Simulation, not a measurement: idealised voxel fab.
process module | voxel local oxidation
cross-section cut | 240 nm wide | cells 5 nm
A cross-section is a grid of square cells, given in bands from the top down. A band is one or more rows of cells.
Each band's line starts with the height of the band's top and of its bottom, in nm. Then come its materials from left to right, each with its width in nm. One material with "throughout" fills the band from edge to edge. "air" is empty space.
Height 0 is the level under which the wafer as received is all one material. The lowest band goes on downwards, as in "0 down".
A width such as "30 to 40" changes by the same amount from each row of cells to the next, from the band's top row to its bottom row.
"no change" after a step means that no cell of the cross-section changed.
closed voids: empty space of 8 cells or more with no open way to the top, each as width x height at its distance from the left edge, in nm
after a step's settings: what the simulator itself notes on the step
overlay nm, on a step with a mask: how far to the right of its planned place the mask lay; to the left if negative
plan
1 op RECEIVE | material Si
2 op CONFORMAL_DEP | material SiO2 | thk nm 5
3 op CONFORMAL_DEP | material SiN | thk nm 10
4 op DIRECTIONAL_DEP | material aC | thk nm 15
5 op PATTERN | tone cover | mask id ACTIVE | material resist | width nm 90 | thk nm 35 | overlay nm 0
6 op DIRECTIONAL_ETCH | etch materials aC | depth nm 15
7 op STRIP | etch materials resist
8 op DIRECTIONAL_ETCH | etch materials SiN | depth nm 10
9 op STRIP | etch materials aC
10 op SELECTIVE_ETCH | etch materials SiO2 | depth nm 5
11 op OXIDIZE | depth nm 15
12 op STRIP | etch materials SiN
as received, after step 1
  0 down: Si throughout
  closed voids: none
a wafer at the end: this start, this plan, one mistake
  5 to 0: SiO2 70 | air 100 | SiO2 70
  0 to -15: Si 55 | SiO2 130 | Si 55
  -15 down: Si throughout
  closed voids: none
what went wrong: step 5 ran as: op PATTERN | tone open | mask id ACTIVE | material resist | width nm 90 | thk nm 35 | overlay nm 0
